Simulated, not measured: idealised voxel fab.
Herein follows the process module entitled voxel ribs on slabs.
cross-section cut | 195 nm wide | cells 5 nm
A cross-section is a grid of square cells, given in bands from the top down. A band is one or more rows of cells. This entry defines a band. It first specifies the height of the band's top and the height of its bottom in nm, and then specifies the band's materials from left to right, stating each material with its width in nm. The word "everywhere" identifies a single material that fills the band from edge to edge, while the word "air" identifies empty space. Height 0 is the level under which the wafer as received is all one material. The lowest band goes on downwards, as in "0 down". A two-number width, for instance "30 to 40", indicates that the width is equal to the first number in the top row of the band and to the second number in the bottom row, and that it changes by a constant amount per row of cells. "no change", as given for a step, is the statement that not any cell of the cross-section underwent a change during that step. "Enclosed empty spaces": sealed empty spaces, 8 cells or more, no open way to top, listed width x height at distance, with distance from the left edge and width, height and distance in nm. If you see something after the settings on a step's line, that's the simulator's own remark about that step. If you see "overlay nm" on a step's line and that step has a mask, it's telling you how far right of where it was planned the mask ended up; a negative number means it went left instead.

**Set out below are the planned steps of the process**
1. op RECEIVE | material Si
2. op DIRECTIONAL_DEP | material SiO2 | thk nm 20
3. op DIRECTIONAL_DEP | material polySi | thk nm 15
4. op MASKED_ETCH | tone cover | mask id RIB | width nm 15 | etch materials polySi | depth nm 5 | overlay nm 0
5. op DIRECTIONAL_DEP | material aC | thk nm 15
6. op PATTERN | tone cover | mask id SLAB | material resist | width nm 55 | thk nm 35 | overlay nm 0
7. op DIRECTIONAL_ETCH | etch materials aC | depth nm 15
8. op STRIP | etch materials resist
9. op DIRECTIONAL_ETCH | etch materials polySi | depth nm 10
10. op STRIP | etch materials aC
11. op FILL_DEP | material SiO2 | thk nm 30
12. op CMP | height nm 55
13. op DIRECTIONAL_DEP | material TiN | thk nm 5
14. op DIRECTIONAL_DEP | material aC | thk nm 15
15. op PATTERN | tone cover | mask id HEATER | material resist | width nm 25 | thk nm 30 | overlay nm -15
16. op DIRECTIONAL_ETCH | etch materials aC | depth nm 15
17. op STRIP | etch materials resist
18. op DIRECTIONAL_ETCH | etch materials TiN | depth nm 5
19. op STRIP | etch materials aC
20. op CONFORMAL_DEP | material SiN | thk nm 5
The wafers are alike at the start. At step 15, their overlay nm differs. The plan lists the first wafer's value.

**Cross-section of the first of several received wafers, showing its state after step 1**
- 0 down  Si everywhere
- Enclosed empty spaces: none

**Table: wafers, a row each; end-of-module cell change per material since receipt, gain (+), loss (-); then closed voids**
overlay nm -15, +41 SiN, +404 SiO2, +5 TiN, +25 polySi, Enclosed empty spaces: none
overlay nm -10, +41 SiN, +404 SiO2, +5 TiN, +25 polySi, Enclosed empty spaces: none
overlay nm -5, +41 SiN, +404 SiO2, +5 TiN, +25 polySi, Enclosed empty spaces: none
overlay nm 0, +41 SiN, +404 SiO2, +5 TiN, +25 polySi, Enclosed empty spaces: none
overlay nm 5, +41 SiN, +404 SiO2, +5 TiN, +25 polySi, Enclosed empty spaces: none
overlay nm 10, +41 SiN, +404 SiO2, +5 TiN, +25 polySi, Enclosed empty spaces: none
overlay nm 15, +41 SiN, +404 SiO2, +5 TiN, +25 polySi, Enclosed empty spaces: none
